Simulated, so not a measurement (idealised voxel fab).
Process module heading - voxel wiring stack
Square cells of 5 nm make up the cross-section cut, whose width is 205 nm.
Format of a cross-section: grid, square cells. Given as bands. Order: top down. Band: one or more rows of cells. First you get the band's top height and its bottom height, in nm, and then the materials it's made of, left to right, with each width in nm. If you see a single material with "throughout", that one covers the band edge to edge. "air" is empty space. Heights are expressed relative to 0, this being the level below which the as-received wafer comprises one material exclusively. The lowest band is unbounded in the downward direction and is denoted as in "top 0, no bottom". Per-row width for "30->40": begins at first number (top row of band), ends at second number (bottom row), increment between rows held constant. For the purposes of this document, the phrase "no modification" attached to a step denotes that no cell within the cross-section was modified by that step. Enclosed voids (no open way to top), threshold 8 cells or more, entry "Closed cavities", notation width x height at distance, distance from left edge, nm. Whatever follows a step's settings on its line is a remark the simulator itself makes about that step. "overlay nm", when on a step's line for a step with a mask, measures how far to the right of its planned place the mask lay; a negative measure means to the left.
-- The steps planned for the process are as follows
| 1 | RECEIVE, material Si |
| 2 | CONFORMAL_DEP, material SiO2, thk nm 10 |
| 3 | CONFORMAL_DEP, material SiN, thk nm 5 |
| 4 | DIRECTIONAL_DEP, material SiO2, thk nm 20 |
| 5 | DIRECTIONAL_DEP, material aC, thk nm 15 |
| 6 | PATTERN, tone open, mask id METAL_1, material resist, width nm 25, pitch nm 50, thk nm 35, overlay nm 0 |
| 7 | DIRECTIONAL_ETCH, etch materials aC, depth nm 15 |
| 8 | STRIP, etch materials resist |
| 9 | DIRECTIONAL_ETCH, etch materials SiO2, depth nm 20 |
| 10 | DIRECTIONAL_ETCH, etch materials SiN, depth nm 5 |
| 11 | STRIP, etch materials aC |
| 12 | CONFORMAL_DEP, material TiN, thk nm 5 |
| 13 | FILL_DEP, material W, thk nm 5 |
| 14 | CMP, height nm 35 |
| 15 | EPI, material Ru, thk nm 5 |
| 16 | FILL_DEP, material SiCN, thk nm 5 |
| 17 | DIRECTIONAL_DEP, material lowk, thk nm 35 |
| 18 | MASKED_ETCH, tone open, mask id METAL_2_HOLES, width nm 15, pitch nm 50, etch materials lowk, depth nm 35, overlay nm 0 |
| 19 | MASKED_ETCH, tone open, mask id METAL_2, width nm 25, pitch nm 50, etch materials lowk, depth nm 10, overlay nm 0 |
| 20 | MASKED_ETCH, tone open, mask id METAL_2, width nm 25, pitch nm 50, etch materials SiCN, depth nm 5, overlay nm 0 |
| 21 | CONFORMAL_DEP, material TiN, thk nm 5 |
| 22 | FILL_DEP, material Cu, thk nm 10 |
| 23 | CMP, height nm 80 |
| 24 | CONFORMAL_DEP, material SiCN, thk nm 5 |
| 25 | DIRECTIONAL_DEP, material SiO2, thk nm 30 |
| 26 | PATTERN, tone open, mask id METAL_3_HOLES, material resist, width nm 15, pitch nm 50, thk nm 15, overlay nm 0 |
| 27 | DIRECTIONAL_ETCH, etch materials SiO2, depth nm 30 |
| 28 | STRIP, etch materials resist |
| 29 | DIRECTIONAL_DEP, material aC, thk nm 15 |
| 30 | PATTERN, tone open, mask id METAL_3, material resist, width nm 25, pitch nm 50, thk nm 35, overlay nm 0 |
| 31 | DIRECTIONAL_ETCH, etch materials aC, depth nm 15 |
| 32 | STRIP, etch materials resist |
| 33 | DIRECTIONAL_ETCH, etch materials SiO2, depth nm 20 |
| 34 | DIRECTIONAL_ETCH, etch materials SiCN, depth nm 5 |
| 35 | STRIP, etch materials aC |
| 36 | CONFORMAL_DEP, material TiN, thk nm 5 |
| 37 | FILL_DEP, material Ru, thk nm 10 |
| 38 | CMP, height nm 115 |
| 39 | CONFORMAL_DEP, material SiCN, thk nm 5 |
Split variable: depth nm, step 19. Plan value = first wafer. Wafers start alike.
-- first wafer as received, after step 1
  top 0, no bottom  Si throughout
  Closed cavities: none
-- Quick key for the table: a row per wafer, taken at the end of the module. For each material it tells you how many cells the wafer gained (+) or lost (-) since it came in, and the closed voids come after
depth nm 10, +27 Cu, +57 Ru, +125 SiCN, +26 SiN, +354 SiO2, +147 TiN, +36 W, +212 lowk, Closed cavities: none
depth nm 15, +33 Cu, +57 Ru, +125 SiCN, +26 SiN, +354 SiO2, +147 TiN, +36 W, +206 lowk, Closed cavities: none
depth nm 20, +39 Cu, +57 Ru, +125 SiCN, +26 SiN, +354 SiO2, +147 TiN, +36 W, +200 lowk, Closed cavities: none
depth nm 25, +45 Cu, +57 Ru, +125 SiCN, +26 SiN, +354 SiO2, +147 TiN, +36 W, +194 lowk, Closed cavities: none
depth nm 30, +51 Cu, +57 Ru, +125 SiCN, +26 SiN, +354 SiO2, +147 TiN, +36 W, +188 lowk, Closed cavities: none
depth nm 35, +63 Cu, +57 Ru, +119 SiCN, +26 SiN, +354 SiO2, +147 TiN, +36 W, +182 lowk, Closed cavities: none
